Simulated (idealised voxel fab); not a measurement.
process module | voxel trench capacitor
cross-section cut | 290 nm wide | cells 5 nm
A cross-section is a grid of square cells, given in bands from the top down. A band is one or more rows of cells.
Each band's line starts with the height of the band's top and of its bottom, in nm. Then come its materials from left to right, each with its width in nm. One material with "throughout" fills the band from edge to edge. "air" is empty space.
Height 0 is the level under which the wafer as received is all one material. The lowest band goes on downwards, as in "0 down".
A width such as "30 to 40" changes by the same amount from each row of cells to the next, from the band's top row to its bottom row.
"no change" after a step means that no cell of the cross-section changed.
closed voids: empty space of 8 cells or more with no open way to the top, each as width x height at its distance from the left edge, in nm
after a step's settings: what the simulator itself notes on the step
overlay nm, on a step with a mask: how far to the right of its planned place the mask lay; to the left if negative
plan
1 op RECEIVE | material Si
2 op CONFORMAL_DEP | material SiN | thk nm 5
3 op DIRECTIONAL_DEP | material aC | thk nm 10
4 op PATTERN | tone open | mask id TRENCH | material resist | width nm 30 | pitch nm 55 | thk nm 25 | overlay nm -15
5 op DIRECTIONAL_ETCH | etch materials aC | depth nm 10
6 op STRIP | etch materials resist
7 op DIRECTIONAL_ETCH | etch materials SiN | depth nm 5
8 op DIRECTIONAL_ETCH | etch materials Si | depth nm 40
9 op STRIP | etch materials aC
10 op CONFORMAL_DEP | material HfO2 | thk nm 5
11 op CONFORMAL_DEP | material TiN | thk nm 5
12 op FILL_DEP | material W | thk nm 5
13 op CMP | height nm 5
varied across the wafers: overlay nm of step 4. The plan shows the first wafer's value. All wafers start alike
first wafer as received, after step 1
  0 down: Si throughout
  closed voids: none
each wafer at the end: cells of each material gained (+) or lost (-) since it was received, then its closed voids
overlay nm -15 | +88 HfO2 | -192 Si | +34 SiN | +72 TiN | +56 W | closed voids: none
overlay nm -10 | +88 HfO2 | -192 Si | +34 SiN | +72 TiN | +56 W | closed voids: none
overlay nm -5 | +88 HfO2 | -192 Si | +34 SiN | +72 TiN | +56 W | closed voids: none
overlay nm 0 | +88 HfO2 | -192 Si | +34 SiN | +72 TiN | +56 W | closed voids: none
overlay nm 5 | +88 HfO2 | -192 Si | +34 SiN | +72 TiN | +56 W | closed voids: none
overlay nm 10 | +88 HfO2 | -192 Si | +34 SiN | +72 TiN | +56 W | closed voids: none
overlay nm 15 | +88 HfO2 | -192 Si | +34 SiN | +72 TiN | +56 W | closed voids: none
